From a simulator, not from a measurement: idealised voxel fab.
This is a process module. Its name is voxel ribs on slabs.
Shown is cross-section cut, with a width of 140 nm and square cells of size 5 nm.
Cross-section spec: square-cell grid; bands listed top down; each band is one or more rows.
Heights first: top, then bottom, in nm. Then materials, left to right, each with a width in nm. "all across" on a single material: fills the band edge to edge. "empty": empty space.
Basically, 0 is our baseline, since under it the wafer straight out of the box is all one material. The bottom band has no lower end and keeps on going down, so it looks like "top 0, no bottom".
A width such as "30 to 40" changes by the same amount from each row of cells to the next, from the band's top row to its bottom row.
"left unchanged" means the step left every cell of the cross-section as it was.
Closed-off voids of 8+ cells (no open route to the top) go in "Entrapped voids", written width x height at distance from the left edge, in nm.
Read whatever lies past the settings on a step's line as the simulator's own remark about the step.
overlay nm: how far to the right of its planned place the mask lay on this masked step (negative: to the left).

# Here's what the planned process steps look like
1: RECEIVE,material Si
2: DIRECTIONAL_DEP,material SiO2,thk nm 20
3: DIRECTIONAL_DEP,material polySi,thk nm 20
4: PATTERN,tone cover,mask id RIB,material resist,width nm 30,thk nm 20,overlay nm 0
5: DIRECTIONAL_ETCH,etch materials polySi,depth nm 15
6: STRIP,etch materials resist
7: DIRECTIONAL_DEP,material aC,thk nm 15
8: PATTERN,tone cover,mask id SLAB,material resist,width nm 60,thk nm 35,overlay nm 0
9: DIRECTIONAL_ETCH,etch materials aC,depth nm 15
10: STRIP,etch materials resist
11: DIRECTIONAL_ETCH,etch materials polySi,depth nm 5
12: STRIP,etch materials aC
13: FILL_DEP,material SiO2,thk nm 15
14: CMP,height nm 50
15: DIRECTIONAL_DEP,material TiN,thk nm 5
16: MASKED_ETCH,tone cover,mask id HEATER,width nm 40,etch materials TiN,depth nm 5,overlay nm 0
17: CONFORMAL_DEP,material SiO2,thk nm 5

# Shown in cross-section is the wafer as received, that is, as it stands after step 1
	top 0, no bottom  Si all across
	Entrapped voids: none

# Cross-sectional image of the first of two wafers at the end of the module, the run having proceeded as planned
	top 60, bottom 55  45 of empty; 50 of SiO2; 45 of empty
	top 55, bottom 50  50 of SiO2; 40 of TiN; 50 of SiO2
	top 50, bottom 40  SiO2 all across
	top 40, bottom 25  55 of SiO2; 30 of polySi; 55 of SiO2
	top 25, bottom 20  40 of SiO2; 60 of polySi; 40 of SiO2
	top 20, bottom 0  SiO2 all across
	top 0, no bottom  Si all across
	Entrapped voids: none

# Wafer two, end of module, cross-section. Same start, same plan as wafer one. One mistake in the run
	top 60, bottom 55  45 of empty; 50 of SiO2; 45 of empty
	top 55, bottom 50  50 of SiO2; 40 of TiN; 50 of SiO2
	top 50, bottom 20  SiO2 all across
	top 20, bottom 0  polySi all across
	top 0, no bottom  Si all across
	Entrapped voids: none
So what did we get wrong on this run? steps 2 and 3 traded places in the executed sequence
The closing comparison, in cells, has the second wafer with more or fewer of some materials than the first: SiO2 -82, polySi +82
